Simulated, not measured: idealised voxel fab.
The process module that follows is named voxel tone inversion.
Cross-section cut: width 140 nm, square cells of 5 nm.
The cross-sections in this document take the form of a grid made of square cells. They are written out as bands, in order from top to bottom. Each band consists of one or more rows of cells. Heights first: top, then bottom, in nm. Then materials, left to right, each with a width in nm. "full width" on a single material: fills the band edge to edge. "blank": empty space. Basically, 0 is our baseline, since under it the wafer straight out of the box is all one material. The bottom band has no lower end and keeps on going down, so it looks like "0..down". The width entry "30 to 40" should be interpreted row by row: the top row of cells in the band takes the first number, the bottom row takes the second number, and the change between adjacent rows is uniform throughout. For the purposes of this document, the phrase "no change occurred" attached to a step denotes that no cell within the cross-section was modified by that step. In the "Entrapped voids" entry, you get each enclosed empty space of 8 cells or more, one with no open way to the top, written width x height at distance, distance from the left edge, in nm. Formally, on a step line, whatever follows the settings is a remark that the simulator itself makes on the step. Each step line may optionally specify "overlay nm", which for a step with a mask gives the rightward distance between the mask's planned place and where it lay, a negative value indicating the leftward direction.
### The steps planned for the process are as follows
1 op RECEIVE | material Si
2 op CONFORMAL_DEP | material SiCN | thk nm 10
3 op DIRECTIONAL_DEP | material polySi | thk nm 15
4 op PATTERN | tone cover | mask id POSTS | material resist | width nm 20 | pitch nm 50 | thk nm 25 | overlay nm -15
5 op DIRECTIONAL_ETCH | etch materials polySi | depth nm 15
6 op STRIP | etch materials resist
7 op FILL_DEP | material SiO2 | thk nm 5
8 op CMP | height nm 25
9 op STRIP | etch materials polySi
Wafer-to-wafer difference: overlay nm, step 4. Common start. Plan = first wafer's value.
### As-received state after step 1, first of several wafers, cross-section
  0..down  Si full width
  Entrapped voids: none
### Note: the following table is arranged by wafer, a row apiece. Each row reports the end-of-module state: per material, cells gained (+) or cells lost (-) compared with the wafer as received; closed voids follow
overlay nm -15, +56 SiCN, +60 SiO2, Entrapped voids: none
overlay nm -10, +56 SiCN, +60 SiO2, Entrapped voids: none
overlay nm -5, +56 SiCN, +60 SiO2, Entrapped voids: none
overlay nm 0, +56 SiCN, +60 SiO2, Entrapped voids: none
overlay nm 5, +56 SiCN, +60 SiO2, Entrapped voids: none
overlay nm 10, +56 SiCN, +60 SiO2, Entrapped voids: none
overlay nm 15, +56 SiCN, +60 SiO2, Entrapped voids: none
